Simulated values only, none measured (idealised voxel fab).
The process module that follows is named voxel released beams.
Displayed cross-section: cut, width of 280 nm, square cells sized 5 nm.
Format of a cross-section: grid, square cells. Given as bands. Order: top down. Band: one or more rows of cells. A band entry consists of two parts. The first gives the height of the band's top and the height of its bottom, in nm. The rest lists the band's materials from left to right, each with its width in nm. A single material labelled with the word "full width" fills the band from edge to edge, and the word "blank" marks empty space. Height reference: 0 = level under which incoming wafer is all one material. Lowest band: no bottom, runs on downward, e.g. "0 nm and below". Read "30..40" as a graded width: first number on top, second number at the bottom, same change between each pair of neighbouring rows. Basically "left unchanged" means that step didn't change any cell in the cross-section. Entry "Voids, enclosed". Content: empty spaces with no open connection to the top, size 8 cells or greater. Each: width x height at distance. Distance: from left edge. Unit: nm. If you see something after the settings on a step's line, that's the simulator's own remark about that step. What "overlay nm" on a step's line means: if the step has a mask, that mask lay this far to the right of its planned place, or, when the value is negative, to the left.

The planned process steps are enumerated hereunder:
- 1: RECEIVE, material Si
- 2: CONFORMAL_DEP, material Al2O3, thk nm 5
- 3: DIRECTIONAL_DEP, material SiO2, thk nm 10
- 4: DIRECTIONAL_DEP, material aC, thk nm 10
- 5: PATTERN, tone open, mask id ANCHOR, material resist, width nm 40, thk nm 25, overlay nm 0
- 6: DIRECTIONAL_ETCH, etch materials aC, depth nm 10
- 7: STRIP, etch materials resist
- 8: DIRECTIONAL_ETCH, etch materials SiO2, depth nm 10
- 9: STRIP, etch materials aC
- 10: CONFORMAL_DEP, material SiN, thk nm 15
- 11: MASKED_ETCH, tone cover, mask id BEAM, width nm 85, etch materials SiN, depth nm 15, overlay nm -15
- 12: STRIP, etch materials SiO2
Keep in mind the plan's value for the overlay nm of step 11 comes from the first wafer; the wafers don't share that setting, but they do share the same starting point.

Cross-section of the first incoming wafer of several, state after step 1:
	0 nm and below | Si full width
	Voids, enclosed: none

Basically each wafer gets a line in the table, showing it at the end of the module: material by material, the cells it gained (+) or lost (-) since we got it, then its closed voids:
overlay nm -15 | +56 Al2O3 | +63 SiN | Voids, enclosed: none
overlay nm -10 | +56 Al2O3 | +63 SiN | Voids, enclosed: none
overlay nm -5 | +56 Al2O3 | +63 SiN | Voids, enclosed: none
overlay nm 0 | +56 Al2O3 | +63 SiN | Voids, enclosed: none
overlay nm 5 | +56 Al2O3 | +63 SiN | Voids, enclosed: none
overlay nm 10 | +56 Al2O3 | +63 SiN | Voids, enclosed: none
overlay nm 15 | +56 Al2O3 | +63 SiN | Voids, enclosed: none
